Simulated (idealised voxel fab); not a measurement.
This is a process module. Its name is voxel wiring stack.
In the cross-section labelled cut, the width is 230 nm and each square cell is 5 nm.
Cross-section format: a grid of square cells, given as bands from top to bottom; each band is one or more rows of cells. The entry gives the band's vertical extent as a top height and a bottom height in nm, then its horizontal make-up as materials from left to right, each with a width in nm. "blank" stands for empty space; a single material marked "all across" fills the band edge to edge. Height reference: 0 = level under which incoming wafer is all one material. Lowest band: no bottom, runs on downward, e.g. "0 and below". Quick explanation for "30->40": the width changes in equal steps down the rows of cells, from the first number in the band's top row to the second number in its bottom row. Key: "no change occurred" - step with no changed cell in the cross-section. What "closed voids" gives you is every empty space of 8 cells or more that is cut off from the top. Each appears as width x height at distance, with the distance taken from the left edge and width, height and distance all in nm. That trailing text on a step's line, after the settings, is the simulator's own remark on the step. For masked steps, "overlay nm" on the step line gives how far right of plan the mask actually lay; a minus sign means it lay to the left.

The steps planned for the process are as follows
- 1: RECEIVE, material Si
- 2: CONFORMAL_DEP, material SiO2, thk nm 10
- 3: DIRECTIONAL_DEP, material TiN, thk nm 5
- 4: DIRECTIONAL_DEP, material W, thk nm 15
- 5: MASKED_ETCH, tone cover, mask id METAL_1, width nm 30, pitch nm 60, etch materials W, depth nm 15, overlay nm 0
- 6: MASKED_ETCH, tone cover, mask id METAL_1, width nm 30, pitch nm 60, etch materials TiN, depth nm 5, overlay nm 0
- 7: FILL_DEP, material SiO2, thk nm 5
- 8: CMP, height nm 30
- 9: CONFORMAL_DEP, material SiCN, thk nm 5
- 10: DIRECTIONAL_DEP, material SiO2, thk nm 25
- 11: DIRECTIONAL_DEP, material aC, thk nm 10
- 12: PATTERN, tone open, mask id METAL_2_HOLES, material resist, width nm 15, pitch nm 60, thk nm 25, overlay nm 0
- 13: DIRECTIONAL_ETCH, etch materials aC, depth nm 10
- 14: STRIP, etch materials resist
- 15: DIRECTIONAL_ETCH, etch materials SiO2, depth nm 25
- 16: STRIP, etch materials aC
- 17: PATTERN, tone open, mask id METAL_2, material resist, width nm 30, pitch nm 60, thk nm 20, overlay nm 0
- 18: DIRECTIONAL_ETCH, etch materials SiO2, depth nm 15
- 19: DIRECTIONAL_ETCH, etch materials SiCN, depth nm 5
- 20: STRIP, etch materials resist
- 21: CONFORMAL_DEP, material TiN, thk nm 5
- 22: FILL_DEP, material Cu, thk nm 5
- 23: CMP, height nm 60
- 24: CONFORMAL_DEP, material SiCN, thk nm 5

Step 1 complete: cross-section of the wafer as received
> 0 and below | Si all across
> closed voids: none

first wafer at the end, as planned
> 65 down to 60 | SiCN all across
> 60 down to 50 | 40 SiO2, 5 TiN, 20 Cu, 5 TiN, 30 SiO2, 5 TiN, 20 Cu, 5 TiN, 30 SiO2, 5 TiN, 20 Cu, 5 TiN, 40 SiO2
> 50 down to 45 | 40 SiO2, 5 TiN, 5 Cu, 20 TiN, 30 SiO2, 5 TiN, 5 Cu, 20 TiN, 30 SiO2, 5 TiN, 5 Cu, 20 TiN, 40 SiO2
> 45 down to 35 | 40 SiO2, 5 TiN, 5 Cu, 5 TiN, 45 SiO2, 5 TiN, 5 Cu, 5 TiN, 45 SiO2, 5 TiN, 5 Cu, 5 TiN, 55 SiO2
> 35 down to 30 | 40 SiCN, 15 TiN, 45 SiCN, 15 TiN, 45 SiCN, 15 TiN, 55 SiCN
> 30 down to 15 | 40 SiO2, 30 W, 30 SiO2, 30 W, 30 SiO2, 30 W, 40 SiO2
> 15 down to 10 | 40 SiO2, 30 TiN, 30 SiO2, 30 TiN, 30 SiO2, 30 TiN, 40 SiO2
> 10 down to 0 | SiO2 all across
> 0 and below | Si all across
> closed voids: none

Second wafer through the module, sectioned at the end: same beginning and same plan as the first wafer, with one mistake in carrying it out
> 65 down to 60 | SiCN all across
> 60 down to 50 | 40 SiO2, 5 TiN, 20 Cu, 5 TiN, 30 SiO2, 5 TiN, 20 Cu, 5 TiN, 30 SiO2, 5 TiN, 20 Cu, 5 TiN, 40 SiO2
> 50 down to 45 | 40 SiO2, 5 TiN, 5 Cu, 20 TiN, 30 SiO2, 5 TiN, 5 Cu, 20 TiN, 30 SiO2, 5 TiN, 5 Cu, 20 TiN, 40 SiO2
> 45 down to 35 | 40 SiO2, 5 TiN, 5 Cu, 5 TiN, 45 SiO2, 5 TiN, 5 Cu, 5 TiN, 45 SiO2, 5 TiN, 5 Cu, 5 TiN, 55 SiO2
> 35 down to 30 | 40 SiCN, 15 TiN, 45 SiCN, 15 TiN, 45 SiCN, 15 TiN, 55 SiCN
> 30 down to 15 | 50 SiO2, 30 W, 30 SiO2, 30 W, 30 SiO2, 30 W, 30 SiO2
> 15 down to 10 | 40 SiO2, 40 TiN, 20 SiO2, 40 TiN, 20 SiO2, 40 TiN, 30 SiO2
> 10 down to 0 | SiO2 all across
> 0 and below | Si all across
> closed voids: none
Deviation from plan: contrary to plan, step 5 was performed as MASKED_ETCH, tone cover, mask id METAL_1, width nm 30, pitch nm 60, etch materials W, depth nm 15, overlay nm 10
The closing comparison, in cells, has the second wafer with more or fewer of some materials than the first: -6 SiO2 | +6 TiN
